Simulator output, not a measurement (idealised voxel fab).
process module | voxel self aligned contacts
cross-section cut | 260 nm wide | cells 5 nm
A cross-section is a grid of square cells, given in bands from the top down. A band is one or more rows of cells.
Each band's line starts with the height of the band's top and of its bottom, in nm. Then come its materials from left to right, each with its width in nm. One material with "throughout" fills the band from edge to edge. "air" is empty space.
Height 0 is the level under which the wafer as received is all one material. The lowest band goes on downwards, as in "0 down".
A width such as "30 to 40" changes by the same amount from each row of cells to the next, from the band's top row to its bottom row.
"no change" after a step means that no cell of the cross-section changed.
closed voids: empty space of 8 cells or more with no open way to the top, each as width x height at its distance from the left edge, in nm
after a step's settings: what the simulator itself notes on the step
overlay nm, on a step with a mask: how far to the right of its planned place the mask lay; to the left if negative
plan
1 op RECEIVE | material Si
2 op OXIDIZE | depth nm 5
3 op DIRECTIONAL_DEP | material polySi | thk nm 30
4 op DIRECTIONAL_DEP | material SiN | thk nm 15
5 op DIRECTIONAL_DEP | material aC | thk nm 10
6 op PATTERN | tone cover | mask id GATE | material resist | width nm 30 | pitch nm 55 | thk nm 30 | overlay nm 0
7 op DIRECTIONAL_ETCH | etch materials aC | depth nm 10
8 op STRIP | etch materials resist
9 op DIRECTIONAL_ETCH | etch materials SiN | depth nm 15
10 op DIRECTIONAL_ETCH | etch materials polySi | depth nm 30
11 op STRIP | etch materials aC
12 op CONFORMAL_DEP | material SiN | thk nm 5
13 op DIRECTIONAL_ETCH | etch materials SiN | depth nm 5
14 op FILL_DEP | material SiO2 | thk nm 15
15 op CMP | height nm 50
16 op MASKED_ETCH | tone open | mask id CONTACT | width nm 35 | etch materials SiO2 | depth nm 55 | overlay nm 0
17 op CONFORMAL_DEP | material TiN | thk nm 5
18 op FILL_DEP | material Ru | thk nm 5
19 op CMP | height nm 50
20 op CONFORMAL_DEP | material SiN | thk nm 5
first wafer, as planned
as received, after step 1
  0 down: Si throughout
  closed voids: none
after step 2
  0 to -5: SiO2 throughout
  below -5: unchanged
after step 3
  30 to 0: polySi throughout
  below 0: unchanged
after step 4
  45 to 30: SiN throughout
  below 30: unchanged
after step 5
  55 to 45: aC throughout
  below 45: unchanged
after step 6
  85 to 55: air 85 | resist 30 | air 25 | resist 30 | air 90
  below 55: unchanged
after step 7
  75 to 55: air 85 | resist 30 | air 25 | resist 30 | air 90
  55 to 45: air 85 | aC 30 | air 25 | aC 30 | air 90
  below 45: unchanged
after step 8
  55 to 45: air 85 | aC 30 | air 25 | aC 30 | air 90
  below 45: unchanged
after step 9
  55 to 45: air 85 | aC 30 | air 25 | aC 30 | air 90
  45 to 30: air 85 | SiN 30 | air 25 | SiN 30 | air 90
  below 30: unchanged
after step 10
  55 to 45: air 85 | aC 30 | air 25 | aC 30 | air 90
  45 to 30: air 85 | SiN 30 | air 25 | SiN 30 | air 90
  30 to 0: air 85 | polySi 30 | air 25 | polySi 30 | air 90
  below 0: unchanged
after step 11
  45 to 30: air 85 | SiN 30 | air 25 | SiN 30 | air 90
  below 30: unchanged
after step 12
  50 to 30: air 80 | SiN 40 | air 15 | SiN 40 | air 85
  30 to 5: air 80 | SiN 5 | polySi 30 | SiN 5 | air 15 | SiN 5 | polySi 30 | SiN 5 | air 85
  5 to 0: SiN 85 | polySi 30 | SiN 25 | polySi 30 | SiN 90
  below 0: unchanged
after step 13
  45 to 30: air 80 | SiN 40 | air 15 | SiN 40 | air 85
  30 to 0: air 80 | SiN 5 | polySi 30 | SiN 5 | air 15 | SiN 5 | polySi 30 | SiN 5 | air 85
  below 0: unchanged
after step 14
  60 to 45: SiO2 throughout
  45 to 30: SiO2 80 | SiN 40 | SiO2 15 | SiN 40 | SiO2 85
  30 to 0: SiO2 80 | SiN 5 | polySi 30 | SiN 5 | SiO2 15 | SiN 5 | polySi 30 | SiN 5 | SiO2 85
  below 0: unchanged
after step 15
  50 to 45: SiO2 throughout
  below 45: unchanged
after step 16
  50 to 45: SiO2 110 | air 35 | SiO2 115
  45 to 30: SiO2 80 | SiN 40 | air 15 | SiN 40 | SiO2 85
  30 to 0: SiO2 80 | SiN 5 | polySi 30 | SiN 5 | air 15 | SiN 5 | polySi 30 | SiN 5 | SiO2 85
  0 to -5: SiO2 120 | air 15 | SiO2 125
  below -5: unchanged
after step 17
  55 to 50: TiN 115 | air 25 | TiN 120
  50 to 45: SiO2 110 | TiN 15 | air 5 | TiN 15 | SiO2 115
  45 to 30: SiO2 80 | SiN 40 | TiN 5 | air 5 | TiN 5 | SiN 40 | SiO2 85
  30 to 0: SiO2 80 | SiN 5 | polySi 30 | SiN 5 | TiN 5 | air 5 | TiN 5 | SiN 5 | polySi 30 | SiN 5 | SiO2 85
  0 to -5: SiO2 120 | TiN 15 | SiO2 125
  below -5: unchanged
after step 18
  60 to 55: Ru throughout
  55 to 50: TiN 115 | Ru 25 | TiN 120
  50 to 45: SiO2 110 | TiN 15 | Ru 5 | TiN 15 | SiO2 115
  45 to 30: SiO2 80 | SiN 40 | TiN 5 | Ru 5 | TiN 5 | SiN 40 | SiO2 85
  30 to 0: SiO2 80 | SiN 5 | polySi 30 | SiN 5 | TiN 5 | Ru 5 | TiN 5 | SiN 5 | polySi 30 | SiN 5 | SiO2 85
  below 0: unchanged
after step 19
  50 to 45: SiO2 110 | TiN 15 | Ru 5 | TiN 15 | SiO2 115
  below 45: unchanged
after step 20
  55 to 50: SiN throughout
  below 50: unchanged
second wafer: like start, like plan, one mistake. Through step 15 it matches the first wafer
when step 16 should have ended
  50 to 45: SiO2 110 | air 40 | SiO2 110
  45 to 30: SiO2 80 | SiN 40 | air 15 | SiN 40 | SiO2 85
  30 to 0: SiO2 80 | SiN 5 | polySi 30 | SiN 5 | air 15 | SiN 5 | polySi 30 | SiN 5 | SiO2 85
  0 to -5: SiO2 120 | air 15 | SiO2 125
  below -5: unchanged
when step 17 should have ended
  55 to 50: TiN 115 | air 30 | TiN 115
  50 to 45: SiO2 110 | TiN 15 | air 5 | TiN 20 | SiO2 110
  45 to 30: SiO2 80 | SiN 40 | TiN 5 | air 5 | TiN 5 | SiN 40 | SiO2 85
  30 to 0: SiO2 80 | SiN 5 | polySi 30 | SiN 5 | TiN 5 | air 5 | TiN 5 | SiN 5 | polySi 30 | SiN 5 | SiO2 85
  0 to -5: SiO2 120 | TiN 15 | SiO2 125
  below -5: unchanged
when step 18 should have ended
  60 to 55: Ru throughout
  55 to 50: TiN 115 | Ru 30 | TiN 115
  50 to 45: SiO2 110 | TiN 15 | Ru 5 | TiN 20 | SiO2 110
  45 to 30: SiO2 80 | SiN 40 | TiN 5 | Ru 5 | TiN 5 | SiN 40 | SiO2 85
  30 to 0: SiO2 80 | SiN 5 | polySi 30 | SiN 5 | TiN 5 | Ru 5 | TiN 5 | SiN 5 | polySi 30 | SiN 5 | SiO2 85
  below 0: unchanged
when step 19 should have ended
  50 to 45: SiO2 110 | TiN 15 | Ru 5 | TiN 20 | SiO2 110
  below 45: unchanged
when step 20 should have ended
  55 to 50: SiN throughout
  below 50: unchanged
what went wrong: step 16 ran as: op MASKED_ETCH | tone open | mask id CONTACT | width nm 40 | etch materials SiO2 | depth nm 55 | overlay nm 0
at the end the second wafer has, in cells: 1 fewer of SiO2 | 1 more of TiN
